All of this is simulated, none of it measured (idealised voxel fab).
Name of the process module below: voxel ribs on slabs
270 nm wide, 5 nm square cells: that's cross-section cut.
In this document a cross-section is written as a grid of square cells. It is given as a series of bands, listed from the top down, and a band is one or more rows of cells. Per band: top height and bottom height in nm, followed by the left-to-right materials and their widths in nm; "edge to edge" marks a single material spanning edge to edge, "blank" marks empty space. The reference from which all heights are counted is 0, the level beneath which the as-received wafer is entirely one material; the lowest band, having no lower bound, proceeds downward and is written after the example "0 down". The two numbers in a width such as "30 to 40" mark its ends across the band: the first belongs to the top row of cells, the second to the bottom row, and from each row to the next the width moves by the same amount. Basically "identical to before" means that step didn't change any cell in the cross-section. You'll see "Voids lacking openings" listing empty spaces that have no way open to the top, as long as they're 8 cells or more; the notation is width x height at distance, where the distance is from the left edge, and all of it is in nm. Note: text after step settings on the step line = simulator remark on that step. "overlay nm" answers the question of how far to the right of plan the mask lay on a step that has a mask, and when it is negative the answer is to the left.

Process steps (planned):
1. RECEIVE, material Si
2. DIRECTIONAL_DEP, material SiO2, thk nm 30
3. DIRECTIONAL_DEP, material polySi, thk nm 20
4. PATTERN, tone cover, mask id RIB, material resist, width nm 20, thk nm 15, overlay nm 0
5. DIRECTIONAL_ETCH, etch materials polySi, depth nm 5
6. STRIP, etch materials resist
7. DIRECTIONAL_DEP, material aC, thk nm 15
8. PATTERN, tone cover, mask id SLAB, material resist, width nm 50, thk nm 35, overlay nm 0
9. DIRECTIONAL_ETCH, etch materials aC, depth nm 15
10. STRIP, etch materials resist
11. DIRECTIONAL_ETCH, etch materials polySi, depth nm 15
12. STRIP, etch materials aC
13. FILL_DEP, material SiO2, thk nm 25
14. CMP, height nm 65
15. DIRECTIONAL_DEP, material TiN, thk nm 5
16. PATTERN, tone cover, mask id HEATER, material resist, width nm 30, thk nm 15, overlay nm 0
17. DIRECTIONAL_ETCH, etch materials TiN, depth nm 5
18. STRIP, etch materials resist
19. CONFORMAL_DEP, material SiO2, thk nm 10

Incoming wafer, cross-sectional view, post step 1:
0 down = Si edge to edge
Voids lacking openings: none

One mistake in running the module, otherwise start and plan as above: cross-section at the end:
80 to 75 = 110 blank | 50 SiO2 | 110 blank
75 to 70 = SiO2 edge to edge
70 to 65 = 120 SiO2 | 30 TiN | 120 SiO2
65 to 50 = SiO2 edge to edge
50 to 45 = 110 SiO2 | 15 polySi | 20 SiO2 | 15 polySi | 110 SiO2
45 to 35 = 110 SiO2 | 50 polySi | 110 SiO2
35 to 30 = polySi edge to edge
30 to 0 = SiO2 edge to edge
0 down = Si edge to edge
Voids lacking openings: none
Processing error: step 4 ran with different settings than intended, the actual operation and settings being PATTERN, tone open, mask id RIB, material resist, width nm 20, thk nm 15, overlay nm 0
